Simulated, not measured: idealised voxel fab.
process module | voxel capacitor over wiring
Cross-section cut: width 230 nm, square cells of 5 nm.
Throughout this document, each cross-section is represented as a grid of square cells and is presented as a sequence of bands enumerated from the top downward, where a band comprises one or more rows of cells.
Per band: top height and bottom height in nm, followed by the left-to-right materials and their widths in nm; "edge to edge" marks a single material spanning edge to edge, "empty" marks empty space.
A quick word on heights: they are counted from 0, and under that level the wafer as it came to us is one material throughout. The lowest band is different from the rest in having no bottom; it simply continues downward, written as in "0 -> down".
So if you see something like "30..40" for the width, read it as the top row of the band sitting at the first number and the bottom row at the second, with every row in between moving by the same amount as the last.
What does "no modifications" mean for a step? It means no cell of the cross-section changed in that step.
In the "Closed void register" entry, you get each enclosed empty space of 8 cells or more, one with no open way to the top, written width x height at distance, distance from the left edge, in nm.
What comes after the settings on a step's line is commentary from the simulator itself on that step.
overlay nm: mask right of planned place by this much (step with mask). Neg. = left.
The following list gives the planned process steps:
1 RECEIVE (material Si)
2 CONFORMAL_DEP (material SiO2; thk nm 10)
3 CONFORMAL_DEP (material SiCN; thk nm 5)
4 DIRECTIONAL_DEP (material SiO2; thk nm 20)
5 DIRECTIONAL_DEP (material aC; thk nm 15)
6 PATTERN (tone open; mask id METAL_1; material resist; width nm 30; pitch nm 95; thk nm 35; overlay nm 0)
7 DIRECTIONAL_ETCH (etch materials aC; depth nm 15)
8 STRIP (etch materials resist)
9 DIRECTIONAL_ETCH (etch materials SiO2; depth nm 20)
10 DIRECTIONAL_ETCH (etch materials SiCN; depth nm 5)
11 STRIP (etch materials aC)
12 CONFORMAL_DEP (material TiN; thk nm 5)
13 FILL_DEP (material Ru; thk nm 5)
14 CMP (height nm 35)
15 CONFORMAL_DEP (material SiCN; thk nm 5)
16 DIRECTIONAL_DEP (material lowk; thk nm 15)
17 DIRECTIONAL_DEP (material aC; thk nm 10)
18 PATTERN (tone open; mask id PLUG_1; material resist; width nm 15; thk nm 30; overlay nm 0)
19 DIRECTIONAL_ETCH (etch materials aC; depth nm 10)
20 STRIP (etch materials resist)
21 DIRECTIONAL_ETCH (etch materials lowk; depth nm 15)
22 DIRECTIONAL_ETCH (etch materials SiCN; depth nm 5)
23 STRIP (etch materials aC)
24 EPI (material Ru; thk nm 10)
25 EPI (material Ru; thk nm 10)
26 DIRECTIONAL_DEP (material TiN; thk nm 10)
27 DIRECTIONAL_DEP (material SiN; thk nm 5)
28 DIRECTIONAL_DEP (material TiN; thk nm 10)
29 MASKED_ETCH (tone cover; mask id UPPER_PLATE; width nm 70; etch materials TiN; depth nm 10; overlay nm 0)
30 MASKED_ETCH (tone cover; mask id UPPER_PLATE; width nm 70; etch materials SiN; depth nm 5; overlay nm 0)
31 DIRECTIONAL_DEP (material aC; thk nm 10)
32 PATTERN (tone cover; mask id LOWER_PLATE; material resist; width nm 80; thk nm 25; overlay nm 0)
33 DIRECTIONAL_ETCH (etch materials aC; depth nm 10)
34 STRIP (etch materials resist)
35 DIRECTIONAL_ETCH (etch materials TiN; depth nm 10)
36 STRIP (etch materials aC)
37 FILL_DEP (material SiO2; thk nm 15)
38 CMP (height nm 90)
39 DIRECTIONAL_DEP (material aC; thk nm 15)
40 PATTERN (tone open; mask id PLUG_2; material resist; width nm 15; thk nm 35; overlay nm 0)
41 DIRECTIONAL_ETCH (etch materials aC; depth nm 15)
42 STRIP (etch materials resist)
43 DIRECTIONAL_ETCH (etch materials SiO2; depth nm 10)
44 STRIP (etch materials aC)
45 CONFORMAL_DEP (material TiN; thk nm 5)
46 FILL_DEP (material W; thk nm 5)
47 CMP (height nm 90)
48 CONFORMAL_DEP (material SiN; thk nm 5)
Incoming wafer, cross-sectional view, post step 1:
0 -> down: Si edge to edge
Closed void register: none
First of two wafers, end-of-module section, run followed plan:
95 -> 90: SiN edge to edge
90 -> 85: SiO2 75; TiN 5; W 5; TiN 5; SiO2 140
85 -> 80: SiO2 75; TiN 15; SiO2 140
80 -> 70: SiO2 65; TiN 70; SiO2 95
70 -> 65: SiO2 65; SiN 70; SiO2 95
65 -> 55: SiO2 60; TiN 80; SiO2 90
55 -> 40: lowk 65; Ru 15; lowk 150
40 -> 35: SiCN 65; Ru 15; SiCN 150
35 -> 15: SiO2 50; TiN 5; Ru 20; TiN 5; SiO2 65; TiN 5; Ru 20; TiN 5; SiO2 55
15 -> 10: SiCN 50; TiN 30; SiCN 65; TiN 30; SiCN 55
10 -> 0: SiO2 edge to edge
0 -> down: Si edge to edge
Closed void register: none
Cross-sectional image of the second wafer of the two following completion of the module. Starting state and process plan were the same as for the first wafer; one execution error occurred:
95 -> 90: SiN edge to edge
90 -> 85: SiO2 75; TiN 5; W 5; TiN 5; SiO2 140
85 -> 80: SiO2 75; TiN 15; SiO2 140
80 -> 75: SiO2 65; SiN 70; SiO2 95
75 -> 65: SiO2 60; TiN 80; SiO2 90
65 -> 55: TiN edge to edge
55 -> 40: lowk 65; Ru 15; lowk 150
40 -> 35: SiCN 65; Ru 15; SiCN 150
35 -> 15: SiO2 50; TiN 5; Ru 20; TiN 5; SiO2 65; TiN 5; Ru 20; TiN 5; SiO2 55
15 -> 10: SiCN 50; TiN 30; SiCN 65; TiN 30; SiCN 55
10 -> 0: SiO2 edge to edge
0 -> down: Si edge to edge
Closed void register: none
Want to know what went wrong? sequence error: steps 27 and 28 interchanged
Count the cells at the end and the second wafer has more or fewer of some materials than the first: 64 fewer of SiO2; 64 more of TiN
